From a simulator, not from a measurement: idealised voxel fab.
This is a process module. Its name is voxel fin reveal.
The cross-section shown here is cut; it is 285 nm wide and divided into square cells measuring 5 nm on a side.
Cross-section spec: square-cell grid; bands listed top down; each band is one or more rows.
The entry gives the band's vertical extent as a top height and a bottom height in nm, then its horizontal make-up as materials from left to right, each with a width in nm. "air" stands for empty space; a single material marked "edge to edge" fills the band edge to edge.
Note: height 0 marks the level under which the wafer is uniformly one material as received. Lowest band unbounded below, written "0 and below".
Read "30->40" as a graded width: first number on top, second number at the bottom, same change between each pair of neighbouring rows.
Take "remained the same" at face value: in the step it is given for, the cross-section changed in none of its cells.
Look at "Closed voids list" for the closed voids: empty spaces with no open path to the top, sized 8 cells or up. Each is width x height at distance, distance from the left edge, all nm.
Step line, after settings: the simulator's comment on this step.
overlay nm: step with mask; distance mask lay right of planned place; negative value = left of planned place.
-- List of planned process steps
- 1: RECEIVE, material Si
- 2: CONFORMAL_DEP, material SiN, thk nm 10
- 3: MASKED_ETCH, tone cover, mask id FINS, width nm 15, pitch nm 35, etch materials SiN, depth nm 10, overlay nm 0
- 4: MASKED_ETCH, tone cover, mask id FINS, width nm 15, pitch nm 35, etch materials Si, depth nm 30, overlay nm 0
- 5: OXIDIZE, depth nm 5
- 6: FILL_DEP, material SiO2, thk nm 15
- 7: CMP, height nm 10
- 8: SELECTIVE_ETCH, etch materials SiO2, depth nm 30
- 9: STRIP, etch materials SiN
-- Incoming wafer in cross-section (state: after step 1)
  0 and below  Si edge to edge
  Closed voids list: none
-- End-of-module cross-section of the first of two wafers, processed as planned
  0 down to -20  120 of air, 5 of Si, 30 of air, 5 of Si, 125 of air
  -20 down to -35  120 of SiO2, 5 of Si, 30 of SiO2, 5 of Si, 125 of SiO2
  -35 and below  Si edge to edge
  Closed voids list: none
-- Cross-section, second wafer: same start as the first, same plan as the first, one mistake in running it; taken at the end of the module
  0 down to -5  120 of air, 5 of Si, 30 of air, 5 of Si, 125 of air
  -5 down to -20  120 of air, 15 of Si, 20 of air, 15 of Si, 115 of air
  -20 down to -35  120 of SiO2, 15 of Si, 20 of SiO2, 15 of Si, 115 of SiO2
  -35 and below  Si edge to edge
  Closed voids list: none
Heads up, the wafer didn't run the way we planned it: step 4 off recipe, ran as MASKED_ETCH, tone cover, mask id FINS, width nm 15, pitch nm 35, etch materials Si, depth nm 30, overlay nm 10
Wrapping up, a cell-based count of both wafers puts the second over or under the first for these materials: +24 Si, -12 SiO2
